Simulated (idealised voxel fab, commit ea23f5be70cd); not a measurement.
process module | voxel gate over fins
cross-section cut | 155 nm wide | cells 5 nm
A cross-section is a grid of square cells, given in bands from the top down. A band is one or more rows of cells.
Each band's line starts with the height of the band's top and of its bottom, in nm. Then come its materials from left to right, each with its width in nm. One material with "throughout" fills the band from edge to edge. "air" is empty space.
Height 0 is the level under which the wafer as received is all one material. The lowest band goes on downwards, as in "0 down".
A width such as "30 to 40" changes by the same amount from each row of cells to the next, from the band's top row to its bottom row.
"no change" after a step means that no cell of the cross-section changed.
closed voids: empty space of 8 cells or more with no open way to the top, each as width x height at its distance from the left edge, in nm
after a step's settings: what the simulator itself notes on the step
overlay nm, on a step with a mask: how far to the right of its planned place the mask lay; to the left if negative
plan
1 op RECEIVE | material Si
2 op CONFORMAL_DEP | material SiN | thk nm 10
3 op DIRECTIONAL_DEP | material aC | thk nm 15
4 op PATTERN | tone cover | mask id FINS | material resist | width nm 15 | pitch nm 50 | thk nm 35 | overlay nm 0
5 op DIRECTIONAL_ETCH | etch materials aC | depth nm 15
6 op STRIP | etch materials resist
7 op DIRECTIONAL_ETCH | etch materials SiN | depth nm 10
8 op DIRECTIONAL_ETCH | etch materials Si | depth nm 35
9 op STRIP | etch materials aC
10 op FILL_DEP | material SiO2 | thk nm 5
11 op CMP | height nm 10
12 op DIRECTIONAL_DEP | material aC | thk nm 10
13 op PATTERN | tone open | mask id RAIL | material resist | width nm 15 | thk nm 30 | overlay nm 0
14 op DIRECTIONAL_ETCH | etch materials aC | depth nm 10
15 op STRIP | etch materials resist
16 op DIRECTIONAL_ETCH | etch materials SiO2 | depth nm 40
17 op STRIP | etch materials aC
18 op CONFORMAL_DEP | material TiN | thk nm 5
19 op FILL_DEP | material W | thk nm 5
20 op CMP | height nm 10
21 op SELECTIVE_ETCH | etch materials W Ru TiN | depth nm 25
22 op FILL_DEP | material SiO2 | thk nm 5
23 op CMP | height nm 10
24 op SELECTIVE_ETCH | etch materials SiO2 | depth nm 20
25 op STRIP | etch materials SiN
26 op CONFORMAL_DEP | material HfO2 | thk nm 5
27 op CONFORMAL_DEP | material TiN | thk nm 5
28 op FILL_DEP | material W | thk nm 15
29 op CMP | height nm 20
30 op CONFORMAL_DEP | material SiN | thk nm 10
as received, after step 1
  0 down: Si throughout
  closed voids: none
a wafer at the end: this start, this plan, one mistake
  30 to 20: SiN throughout
  20 to 15: W 35 | TiN 35 | W 85
  15 to 10: W 35 | TiN 5 | HfO2 25 | TiN 5 | W 85
  10 to 5: W 10 | TiN 30 | HfO2 5 | Ru 15 | HfO2 5 | TiN 30 | W 15 | TiN 35 | W 10
  5 to 0: W 10 | TiN 5 | HfO2 30 | Ru 15 | HfO2 30 | TiN 5 | W 15 | TiN 5 | HfO2 25 | TiN 5 | W 10
  0 to -5: TiN 15 | HfO2 5 | Si 15 | HfO2 10 | Ru 15 | HfO2 10 | Si 15 | HfO2 5 | TiN 25 | HfO2 5 | Si 15 | HfO2 5 | TiN 15
  -5 to -10: HfO2 20 | Si 15 | HfO2 10 | Ru 15 | HfO2 10 | Si 15 | HfO2 35 | Si 15 | HfO2 20
  -10 to -15: SiO2 20 | Si 15 | SiO2 10 | Ru 15 | SiO2 10 | Si 15 | SiO2 35 | Si 15 | SiO2 20
  -15 to -25: SiO2 20 | Si 15 | SiO2 10 | TiN 5 | W 5 | TiN 5 | SiO2 10 | Si 15 | SiO2 35 | Si 15 | SiO2 20
  -25 to -30: SiO2 20 | Si 15 | SiO2 10 | TiN 15 | SiO2 10 | Si 15 | SiO2 35 | Si 15 | SiO2 20
  -30 to -35: SiO2 20 | Si 15 | SiO2 35 | Si 15 | SiO2 35 | Si 15 | SiO2 20
  -35 down: Si throughout
  closed voids: none
what went wrong: step 22 ran as: op FILL_DEP | material Ru | thk nm 5
